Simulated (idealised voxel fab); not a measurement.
Module name: voxel air gaps (process module)
Square cells of 5 nm make up the cross-section cut, whose width is 245 nm.
If you're reading a cross-section in this doc, picture square cells in a grid; it comes to you as bands, top ones listed first down to the bottom, and a band can be one or more rows of cells.
Read a band's entry like this: the first values are the height of its top and the height of its bottom in nm, and what follows is the sequence of materials from left to right, each with its width in nm. Note that "air" is empty space, and that a single material marked "all across" reaches across the band from edge to edge.
Heights are reckoned from 0. Under this level, the received wafer is all of one material. The bottommost band is open-ended downward, for example "0 and below".
Think of "30..40" as a width that walks from the first number to the second as you go down the band, top row to bottom row, taking equal-sized steps from row to row.
Take "all unchanged" at face value: in the step it is given for, the cross-section changed in none of its cells.
This entry, "Closed void inventory", enumerates those empty regions of no fewer than 8 cells that possess no open connection to the top. Each region is reported in the form width x height at distance, the distance being taken from the left edge, with all three quantities expressed in nm.
after a step's settings: what the simulator itself notes on the step
Among the settings permitted on a step's line is "overlay nm"; applied to a step with a mask, it specifies the extent to which the mask lay to the right of its planned position, whereas a negative figure signifies a position to the left.
-- The following list gives the planned process steps
1 RECEIVE | material Si
2 CONFORMAL_DEP | material SiO2 | thk nm 10
3 CONFORMAL_DEP | material SiCN | thk nm 5
4 DIRECTIONAL_DEP | material SiO2 | thk nm 40
5 MASKED_ETCH | tone open | mask id LINES | width nm 25 | pitch nm 50 | etch materials SiO2 | depth nm 40 | overlay nm 0
6 CONFORMAL_DEP | material TiN | thk nm 5
7 FILL_DEP | material W | thk nm 5
8 CMP | height nm 55
9 EPI | material Ru | thk nm 10
10 SELECTIVE_ETCH | etch materials SiO2 | depth nm 50
11 CONFORMAL_DEP | material SiCN | thk nm 5
-- The first of two wafers, run as planned
-- This is the cross-section of the wafer as we received it, i.e. after step 1
> 0 and below  Si all across
> Closed void inventory: none
-- Step 2 done - wafer cross-section
> 10 down to 0  SiO2 all across
> Heights below 0 show no change.
-- Step 3 done - wafer cross-section
> 15 down to 10  SiCN all across
> Heights below 10 show no change.
-- Step 4 done - wafer cross-section
> 55 down to 15  SiO2 all across
> Heights below 15 show no change.
-- Step 5 done - wafer cross-section
> 55 down to 15  SiO2 60  air 25  SiO2 25  air 25  SiO2 25  air 25  SiO2 60
> Heights below 15 show no change.
-- Step 6 done - wafer cross-section
> 60 down to 55  TiN 65  air 15  TiN 35  air 15  TiN 35  air 15  TiN 65
> 55 down to 20  SiO2 60  TiN 5  air 15  TiN 5  SiO2 25  TiN 5  air 15  TiN 5  SiO2 25  TiN 5  air 15  TiN 5  SiO2 60
> 20 down to 15  SiO2 60  TiN 25  SiO2 25  TiN 25  SiO2 25  TiN 25  SiO2 60
> Heights below 15 show no change.
-- Step 7 done - wafer cross-section
> 65 down to 60  W all across
> 60 down to 55  TiN 65  W 15  TiN 35  W 15  TiN 35  W 15  TiN 65
> 55 down to 20  SiO2 60  TiN 5  W 15  TiN 5  SiO2 25  TiN 5  W 15  TiN 5  SiO2 25  TiN 5  W 15  TiN 5  SiO2 60
> Heights below 20 show no change.
-- Step 8 done - wafer cross-section
> 55 down to 20  SiO2 60  TiN 5  W 15  TiN 5  SiO2 25  TiN 5  W 15  TiN 5  SiO2 25  TiN 5  W 15  TiN 5  SiO2 60
> Heights below 20 show no change.
-- Step 9 done - wafer cross-section
> 65 down to 55  air 50  Ru 45  air 5  Ru 45  air 5  Ru 45  air 50
> Heights below 55 show no change.
-- Step 10 done - wafer cross-section
> 65 down to 55  air 50  Ru 45  air 5  Ru 45  air 5  Ru 45  air 50
> 55 down to 20  air 60  TiN 5  W 15  TiN 5  air 25  TiN 5  W 15  TiN 5  air 25  TiN 5  W 15  TiN 5  air 60
> 20 down to 15  air 60  TiN 25  air 25  TiN 25  air 25  TiN 25  air 60
> Heights below 15 show no change.
-- Step 11 done - wafer cross-section
> 70 down to 65  air 45  SiCN 155  air 45
> 65 down to 55  air 45  SiCN 5  Ru 45  SiCN 5  Ru 45  SiCN 5  Ru 45  SiCN 5  air 45
> 55 down to 50  air 45  SiCN 15  TiN 5  W 15  TiN 5  SiCN 25  TiN 5  W 15  TiN 5  SiCN 25  TiN 5  W 15  TiN 5  SiCN 15  air 45
> 50 down to 20  air 55  SiCN 5  TiN 5  W 15  TiN 5  SiCN 5  air 15  SiCN 5  TiN 5  W 15  TiN 5  SiCN 5  air 15  SiCN 5  TiN 5  W 15  TiN 5  SiCN 5  air 55
> 20 down to 15  SiCN 60  TiN 25  SiCN 25  TiN 25  SiCN 25  TiN 25  SiCN 60
> Heights below 15 show no change.
> Closed void inventory: 15 x 30 at 90; 15 x 30 at 140
-- The second wafer was prepared from the same starting point and under the same plan as the first; its processing contained one mistake, and it remains indistinguishable from the first wafer up to and including step 8
-- Cross-section of the second wafer at the time by which step 9 should have been completed according to the plan
> 75 down to 55  air 40  Ru 165  air 40
> Heights below 55 show no change.
-- Cross-section of the second wafer at the time by which step 10 should have been completed according to the plan
> 75 down to 55  air 40  Ru 165  air 40
> 55 down to 20  air 60  TiN 5  W 15  TiN 5  SiO2 25  TiN 5  W 15  TiN 5  SiO2 25  TiN 5  W 15  TiN 5  air 60
> 20 down to 15  air 60  TiN 25  SiO2 25  TiN 25  SiO2 25  TiN 25  air 60
> Heights below 15 show no change.
-- Cross-section of the second wafer at the time by which step 11 should have been completed according to the plan
> 80 down to 75  air 35  SiCN 175  air 35
> 75 down to 55  air 35  SiCN 5  Ru 165  SiCN 5  air 35
> 55 down to 50  air 35  SiCN 25  TiN 5  W 15  TiN 5  SiO2 25  TiN 5  W 15  TiN 5  SiO2 25  TiN 5  W 15  TiN 5  SiCN 25  air 35
> 50 down to 20  air 55  SiCN 5  TiN 5  W 15  TiN 5  SiO2 25  TiN 5  W 15  TiN 5  SiO2 25  TiN 5  W 15  TiN 5  SiCN 5  air 55
> 20 down to 15  SiCN 60  TiN 25  SiO2 25  TiN 25  SiO2 25  TiN 25  SiCN 60
> Heights below 15 show no change.
What broke from the plan during processing? twice, step 9 of the plan was run
Final cells, second wafer relative to first, materials higher or lower: Ru +78; SiCN -36; SiO2 +80
The final tally of closed voids stands at 2 on the first wafer and 0 on the second.
